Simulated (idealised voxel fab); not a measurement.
Process module heading - voxel plated lines
Cross-section cut: width 235 nm, square cells of 5 nm.
Format of a cross-section: grid, square cells. Given as bands. Order: top down. Band: one or more rows of cells. This entry defines a band. It first specifies the height of the band's top and the height of its bottom in nm, and then specifies the band's materials from left to right, stating each material with its width in nm. The word "all across" identifies a single material that fills the band from edge to edge, while the word "empty" identifies empty space. Ref level 0: as-received wafer is one material below here. Bottom band extends down with no lower bound ("0 -> down"). Width "30..40": first value at the band's top row of cells, second value at its bottom row, equal change from row to row. "stayed the same", as given for a step, is the statement that not any cell of the cross-section underwent a change during that step. Listed in "Closed-off voids": every empty space of 8 or more cells without an open way to the top. Form: width x height at distance, the distance being from the left edge, all in nm. Text after the settings on a step's line: the simulator's own remark on that step. "overlay nm" on a masked step: distance the mask lay right of its planned place, negative for left.

So here's the lineup of process steps we planned:
1: RECEIVE with material Si
2: CONFORMAL_DEP with material SiO2, thk nm 15
3: DIRECTIONAL_DEP with material TiN, thk nm 5
4: PATTERN with tone open, mask id LINES, material resist, width nm 25, pitch nm 45, thk nm 20, overlay nm 0
5: EPI with material Ru, thk nm 10
6: STRIP with etch materials resist
7: DIRECTIONAL_ETCH with etch materials TiN, depth nm 5
8: CONFORMAL_DEP with material SiO2, thk nm 5

The first of two wafers, run as planned:

So this is the incoming wafer in cross-section - it's already been through step 1:
> 0 -> down  Si all across
> Closed-off voids: none

You're looking at a cross-section of the wafer after step 2:
> 15 -> 0  SiO2 all across
> Note: structure below 0 unchanged.

You're looking at a cross-section of the wafer after step 3:
> 20 -> 15  TiN all across
> Note: structure below 15 unchanged.

You're looking at a cross-section of the wafer after step 4:
> 40 -> 20  resist (60), then empty (25), then resist (20), then empty (25), then resist (20), then empty (25), then resist (60)
> Note: structure below 20 unchanged.

You're looking at a cross-section of the wafer after step 5:
> 40 -> 30  resist (60), then empty (25), then resist (20), then empty (25), then resist (20), then empty (25), then resist (60)
> 30 -> 20  resist (60), then Ru (25), then resist (20), then Ru (25), then resist (20), then Ru (25), then resist (60)
> Note: structure below 20 unchanged.

You're looking at a cross-section of the wafer after step 6:
> 30 -> 20  empty (60), then Ru (25), then empty (20), then Ru (25), then empty (20), then Ru (25), then empty (60)
> Note: structure below 20 unchanged.

You're looking at a cross-section of the wafer after step 7:
> 30 -> 20  empty (60), then Ru (25), then empty (20), then Ru (25), then empty (20), then Ru (25), then empty (60)
> 20 -> 15  empty (60), then TiN (25), then empty (20), then TiN (25), then empty (20), then TiN (25), then empty (60)
> Note: structure below 15 unchanged.

You're looking at a cross-section of the wafer after step 8:
> 35 -> 30  empty (55), then SiO2 (35), then empty (10), then SiO2 (35), then empty (10), then SiO2 (35), then empty (55)
> 30 -> 20  empty (55), then SiO2 (5), then Ru (25), then SiO2 (5), then empty (10), then SiO2 (5), then Ru (25), then SiO2 (5), then empty (10), then SiO2 (5), then Ru (25), then SiO2 (5), then empty (55)
> 20 -> 15  SiO2 (60), then TiN (25), then SiO2 (20), then TiN (25), then SiO2 (20), then TiN (25), then SiO2 (60)
> Note: structure below 15 unchanged.

Second wafer - shared start and plan with the first - one error in running - same as the first up to step 1 inclusive:

Second wafer, section view, time point: scheduled end of step 2:
> 10 -> 0  SiO2 all across
> Note: structure below 0 unchanged.

Second wafer, section view, time point: scheduled end of step 3:
> 15 -> 10  TiN all across
> Note: structure below 10 unchanged.

Second wafer, section view, time point: scheduled end of step 4:
> 35 -> 15  resist (60), then empty (25), then resist (20), then empty (25), then resist (20), then empty (25), then resist (60)
> Note: structure below 15 unchanged.

Second wafer, section view, time point: scheduled end of step 5:
> 35 -> 25  resist (60), then empty (25), then resist (20), then empty (25), then resist (20), then empty (25), then resist (60)
> 25 -> 15  resist (60), then Ru (25), then resist (20), then Ru (25), then resist (20), then Ru (25), then resist (60)
> Note: structure below 15 unchanged.

Second wafer, section view, time point: scheduled end of step 6:
> 25 -> 15  empty (60), then Ru (25), then empty (20), then Ru (25), then empty (20), then Ru (25), then empty (60)
> Note: structure below 15 unchanged.

Second wafer, section view, time point: scheduled end of step 7:
> 25 -> 15  empty (60), then Ru (25), then empty (20), then Ru (25), then empty (20), then Ru (25), then empty (60)
> 15 -> 10  empty (60), then TiN (25), then empty (20), then TiN (25), then empty (20), then TiN (25), then empty (60)
> Note: structure below 10 unchanged.

Second wafer, section view, time point: scheduled end of step 8:
> 30 -> 25  empty (55), then SiO2 (35), then empty (10), then SiO2 (35), then empty (10), then SiO2 (35), then empty (55)
> 25 -> 15  empty (55), then SiO2 (5), then Ru (25), then SiO2 (5), then empty (10), then SiO2 (5), then Ru (25), then SiO2 (5), then empty (10), then SiO2 (5), then Ru (25), then SiO2 (5), then empty (55)
> 15 -> 10  SiO2 (60), then TiN (25), then SiO2 (20), then TiN (25), then SiO2 (20), then TiN (25), then SiO2 (60)
> Note: structure below 10 unchanged.
Want to know what went wrong? step 2 went in with a setting other than planned; the actual run was CONFORMAL_DEP with material SiO2, thk nm 10
At the finish, the second wafer shows more or fewer cells for some materials than the first does: 47 fewer of SiO2
